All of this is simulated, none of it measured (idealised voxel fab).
process module | voxel transistor to metal
cross-section cut | 210 nm wide | cells 5 nm
A cross-section is a grid of square cells, given in bands from the top down. A band is one or more rows of cells.
Each band's line starts with the height of the band's top and of its bottom, in nm. Then come its materials from left to right, each with its width in nm. One material with "throughout" fills the band from edge to edge. "air" is empty space.
Height 0 is the level under which the wafer as received is all one material. The lowest band goes on downwards, as in "0 down".
A width such as "30 to 40" changes by the same amount from each row of cells to the next, from the band's top row to its bottom row.
"no change" after a step means that no cell of the cross-section changed.
closed voids: empty space of 8 cells or more with no open way to the top, each as width x height at its distance from the left edge, in nm
after a step's settings: what the simulator itself notes on the step
overlay nm, on a step with a mask: how far to the right of its planned place the mask lay; to the left if negative
plan
1 op RECEIVE | material Si
2 op OXIDIZE | depth nm 5
3 op CONFORMAL_DEP | material SiN | thk nm 15
4 op DIRECTIONAL_DEP | material aC | thk nm 15
5 op PATTERN | tone cover | mask id ACTIVE | material resist | width nm 125 | thk nm 30 | overlay nm 0
6 op DIRECTIONAL_ETCH | etch materials aC | depth nm 15
7 op STRIP | etch materials resist
8 op DIRECTIONAL_ETCH | etch materials SiN | depth nm 15
9 op DIRECTIONAL_ETCH | etch materials SiO2 | depth nm 5
10 op DIRECTIONAL_ETCH | etch materials Si | depth nm 35
11 op STRIP | etch materials aC
12 op FILL_DEP | material SiO2 | thk nm 15
13 op CMP | height nm 15
14 op SELECTIVE_ETCH | etch materials SiO2 | depth nm 5
15 op STRIP | etch materials SiN
16 op SELECTIVE_ETCH | etch materials SiO2 | depth nm 5
17 op OXIDIZE | depth nm 5
18 op DIRECTIONAL_DEP | material polySi | thk nm 20
19 op DIRECTIONAL_DEP | material SiCN | thk nm 15
20 op PATTERN | tone cover | mask id GATE | material resist | width nm 35 | thk nm 15 | overlay nm 0
21 op DIRECTIONAL_ETCH | etch materials SiCN | depth nm 25
22 op DIRECTIONAL_ETCH | etch materials polySi | depth nm 30
23 op STRIP | etch materials resist
24 op CONFORMAL_DEP | material SiN | thk nm 10
25 op DIRECTIONAL_ETCH | etch materials SiN | depth nm 10
26 op DIRECTIONAL_ETCH | etch materials SiO2 | depth nm 5
27 op DIRECTIONAL_ETCH | etch materials Si | depth nm 10
28 op EPI | material SiGe | thk nm 10
29 op FILL_DEP | material SiO2 | thk nm 10
30 op CMP | height nm 15
31 op STRIP | etch materials polySi
32 op SELECTIVE_ETCH | etch materials SiO2 | depth nm 5
33 op CONFORMAL_DEP | material HfO2 | thk nm 5
34 op CONFORMAL_DEP | material TiN | thk nm 5
35 op FILL_DEP | material W | thk nm 10
36 op CMP | height nm 10
37 op DIRECTIONAL_DEP | material SiO2 | thk nm 15
38 op PATTERN | tone open | mask id CONTACT | material resist | width nm 15 | pitch nm 90 | thk nm 20 | overlay nm 0
39 op DIRECTIONAL_ETCH | etch materials SiO2 | depth nm 35
40 op STRIP | etch materials resist
41 op CONFORMAL_DEP | material TiN | thk nm 5
42 op FILL_DEP | material Ru | thk nm 10
43 op CMP | height nm 25
44 op DIRECTIONAL_DEP | material TiN | thk nm 5
45 op DIRECTIONAL_DEP | material W | thk nm 15
46 op PATTERN | tone cover | mask id METAL_1 | material resist | width nm 15 | pitch nm 90 | thk nm 15 | overlay nm 0
47 op DIRECTIONAL_ETCH | etch materials W | depth nm 15
48 op DIRECTIONAL_ETCH | etch materials TiN | depth nm 5
49 op STRIP | etch materials resist
50 op FILL_DEP | material lowk | thk nm 5
51 op CMP | height nm 45
52 op CONFORMAL_DEP | material SiCN | thk nm 5
53 op DIRECTIONAL_DEP | material SiO2 | thk nm 30
54 op DIRECTIONAL_DEP | material aC | thk nm 15
55 op PATTERN | tone open | mask id METAL_2 | material resist | width nm 15 | pitch nm 90 | thk nm 30 | overlay nm 0
56 op DIRECTIONAL_ETCH | etch materials aC | depth nm 15
57 op STRIP | etch materials resist
58 op DIRECTIONAL_ETCH | etch materials SiO2 | depth nm 15
59 op STRIP | etch materials aC
60 op PATTERN | tone open | mask id METAL_2_HOLES | material resist | width nm 15 | pitch nm 90 | thk nm 20 | overlay nm 0
61 op DIRECTIONAL_ETCH | etch materials SiO2 | depth nm 15
62 op DIRECTIONAL_ETCH | etch materials SiCN | depth nm 5
63 op STRIP | etch materials resist
64 op CONFORMAL_DEP | material TiN | thk nm 5
65 op FILL_DEP | material Ru | thk nm 10
66 op CMP | height nm 80
67 op CONFORMAL_DEP | material SiN | thk nm 5
as received, after step 1
  0 down: Si throughout
  closed voids: none
first wafer at the end, as planned
  85 to 80: SiN throughout
  80 to 50: SiO2 50 | TiN 5 | Ru 5 | TiN 5 | SiO2 75 | TiN 5 | Ru 5 | TiN 5 | SiO2 55
  50 to 45: SiCN 50 | TiN 15 | SiCN 75 | TiN 15 | SiCN 55
  45 to 30: lowk 50 | W 15 | lowk 75 | W 15 | lowk 55
  30 to 25: lowk 50 | TiN 15 | lowk 75 | TiN 15 | lowk 55
  25 to 10: SiO2 50 | TiN 5 | Ru 5 | TiN 5 | SiO2 75 | TiN 5 | Ru 5 | TiN 5 | SiO2 55
  10 to 5: SiO2 50 | TiN 5 | Ru 5 | TiN 5 | SiO2 10 | SiN 10 | HfO2 5 | TiN 5 | W 15 | TiN 5 | HfO2 5 | SiN 10 | SiO2 10 | TiN 5 | Ru 5 | TiN 5 | SiO2 55
  5 to 0: SiO2 35 | SiN 10 | SiO2 5 | TiN 15 | SiO2 10 | SiN 10 | HfO2 5 | TiN 5 | W 15 | TiN 5 | HfO2 5 | SiN 10 | SiO2 10 | TiN 15 | SiO2 5 | SiN 10 | SiO2 40
  0 to -5: SiO2 35 | SiN 10 | SiGe 10 | TiN 10 | SiGe 10 | SiN 10 | HfO2 5 | TiN 25 | HfO2 5 | SiN 10 | SiGe 10 | TiN 10 | SiGe 10 | SiN 10 | SiO2 40
  -5 to -10: SiO2 45 | SiGe 10 | TiN 10 | SiGe 10 | SiO2 5 | HfO2 45 | SiO2 5 | SiGe 10 | TiN 10 | SiGe 10 | SiO2 50
  -10 to -20: SiO2 40 | Si 5 | SiGe 30 | Si 55 | SiGe 30 | Si 5 | SiO2 45
  -20 to -40: SiO2 40 | Si 125 | SiO2 45
  -40 down: Si throughout
  closed voids: none
second wafer at the end: like start, like plan, one mistake
  85 to 80: SiN throughout
  80 to 50: SiO2 50 | TiN 5 | Ru 5 | TiN 5 | SiO2 75 | TiN 5 | Ru 5 | TiN 5 | SiO2 55
  50 to 45: SiCN 50 | TiN 15 | SiCN 75 | TiN 15 | SiCN 55
  45 to 30: lowk 50 | W 15 | lowk 75 | W 15 | lowk 55
  30 to 25: lowk 50 | TiN 15 | lowk 75 | TiN 15 | lowk 55
  25 to 10: SiO2 50 | TiN 5 | Ru 5 | TiN 5 | SiO2 75 | TiN 5 | Ru 5 | TiN 5 | SiO2 55
  10 to 0: SiO2 50 | TiN 5 | Ru 5 | TiN 5 | SiO2 15 | SiN 5 | HfO2 5 | TiN 5 | W 15 | TiN 5 | HfO2 5 | SiN 5 | SiO2 15 | TiN 5 | Ru 5 | TiN 5 | SiO2 55
  0 to -5: SiO2 35 | SiN 5 | SiO2 10 | TiN 5 | Ru 5 | TiN 5 | SiO2 5 | SiGe 10 | SiN 5 | HfO2 5 | TiN 25 | HfO2 5 | SiN 5 | SiGe 10 | SiO2 5 | TiN 5 | Ru 5 | TiN 5 | SiO2 10 | SiN 5 | SiO2 40
  -5 to -10: SiO2 50 | TiN 15 | SiO2 5 | SiGe 10 | HfO2 45 | SiGe 10 | SiO2 5 | TiN 15 | SiO2 55
  -10 to -20: SiO2 40 | SiGe 40 | Si 45 | SiGe 40 | SiO2 45
  -20 to -40: SiO2 40 | Si 125 | SiO2 45
  -40 down: Si throughout
  closed voids: none
what went wrong: step 24 ran as: op CONFORMAL_DEP | material SiN | thk nm 5
at the end the second wafer has, in cells: 4 more of Ru | 8 fewer of Si | 12 fewer of SiN | 16 more of SiO2
